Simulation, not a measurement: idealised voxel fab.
Name of the process module below: voxel self aligned vias
It is cross-section cut that appears here, measuring 265 nm in width, its square cells being 5 nm in size.
Cross-section = grid of square cells, listed top down in bands; band = one or more rows. Each band's line starts with the height of the band's top and of its bottom, in nm. Then come its materials from left to right, each with its width in nm. One material with "throughout" fills the band from edge to edge. "air" is empty space. The reference from which all heights are counted is 0, the level beneath which the as-received wafer is entirely one material; the lowest band, having no lower bound, proceeds downward and is written after the example "0..down". Width spec "30..40" -> top row of cells at first value, bottom row at second value, equal per-row change in between. Step note "remained unchanged" = no cross-section cell changed. "Encapsulated voids": empty spaces of 8 cells or more with no open way to the top, each given as width x height at distance, distance from the left edge, all in nm. Whatever follows a step's settings on its line is a remark the simulator itself makes about that step. What "overlay nm" on a step's line means: if the step has a mask, that mask lay this far to the right of its planned place, or, when the value is negative, to the left.

**The steps planned for the process are as follows**
1) RECEIVE with material Si
2) CONFORMAL_DEP with material SiO2, thk nm 10
3) CONFORMAL_DEP with material SiCN, thk nm 5
4) DIRECTIONAL_DEP with material lowk, thk nm 25
5) MASKED_ETCH with tone open, mask id LINES, width nm 25, pitch nm 65, etch materials lowk, depth nm 25, overlay nm 0
6) CONFORMAL_DEP with material TiN, thk nm 5
7) FILL_DEP with material W, thk nm 5
8) CMP with height nm 40
9) SELECTIVE_ETCH with etch materials W Ru TiN, depth nm 10
10) FILL_DEP with material SiN, thk nm 10
11) CMP with height nm 40
12) DIRECTIONAL_DEP with material lowk, thk nm 15
13) DIRECTIONAL_DEP with material aC, thk nm 15
14) PATTERN with tone open, mask id VIAS, material resist, width nm 35, pitch nm 130, thk nm 30, overlay nm 0
15) DIRECTIONAL_ETCH with etch materials aC, depth nm 15
16) STRIP with etch materials resist
17) DIRECTIONAL_ETCH with etch materials lowk, depth nm 15
18) DIRECTIONAL_ETCH with etch materials SiN, depth nm 10
19) STRIP with etch materials aC
20) CONFORMAL_DEP with material TiN, thk nm 5
21) FILL_DEP with material Cu, thk nm 5
22) CMP with height nm 55
23) CONFORMAL_DEP with material SiCN, thk nm 5

**Cross-section of the wafer as it came to us, i.e., already through step 1**
    0..down: Si throughout
    Encapsulated voids: none

**Cross-section taken at module completion on the first of two wafers; processed per the plan**
    60..55: SiCN throughout
    55..45: lowk (50), then TiN (5), then Cu (25), then TiN (5), then lowk (95), then TiN (5), then Cu (25), then TiN (5), then lowk (50)
    45..40: lowk (50), then TiN (10), then Cu (15), then TiN (10), then lowk (95), then TiN (10), then Cu (15), then TiN (10), then lowk (50)
    40..35: lowk (55), then TiN (5), then Cu (15), then TiN (5), then lowk (40), then SiN (25), then lowk (40), then TiN (5), then Cu (15), then TiN (5), then lowk (55)
    35..30: lowk (55), then TiN (25), then lowk (40), then SiN (25), then lowk (40), then TiN (25), then lowk (55)
    30..20: lowk (55), then TiN (5), then W (15), then TiN (5), then lowk (40), then TiN (5), then W (15), then TiN (5), then lowk (40), then TiN (5), then W (15), then TiN (5), then lowk (55)
    20..15: lowk (55), then TiN (25), then lowk (40), then TiN (25), then lowk (40), then TiN (25), then lowk (55)
    15..10: SiCN throughout
    10..0: SiO2 throughout
    0..down: Si throughout
    Encapsulated voids: none

**Here is the second of the two wafers cut open at the end of the module - same start, same plan as the first one, but we made one mistake running it**
    60..55: SiCN throughout
    55..45: lowk (50), then TiN (5), then Cu (25), then TiN (5), then lowk (95), then TiN (5), then Cu (25), then TiN (5), then lowk (50)
    45..40: lowk (50), then TiN (35), then lowk (95), then TiN (35), then lowk (50)
    40..30: lowk (55), then TiN (5), then SiCN (15), then TiN (5), then lowk (40), then SiN (5), then SiCN (15), then SiN (5), then lowk (40), then TiN (5), then SiCN (15), then TiN (5), then lowk (55)
    30..20: lowk (55), then TiN (5), then SiCN (15), then TiN (5), then lowk (40), then TiN (5), then SiCN (15), then TiN (5), then lowk (40), then TiN (5), then SiCN (15), then TiN (5), then lowk (55)
    20..15: lowk (55), then TiN (25), then lowk (40), then TiN (25), then lowk (40), then TiN (25), then lowk (55)
    15..10: SiCN throughout
    10..0: SiO2 throughout
    0..down: Si throughout
    Encapsulated voids: none
Diagnosis: step 7 did not use the planned setting and instead ran as FILL_DEP with material SiCN, thk nm 5
Bottom line after processing is that, in cells, the second wafer is up or down on some materials versus the first: -12 Cu, +36 SiCN, -6 SiN, -18 W
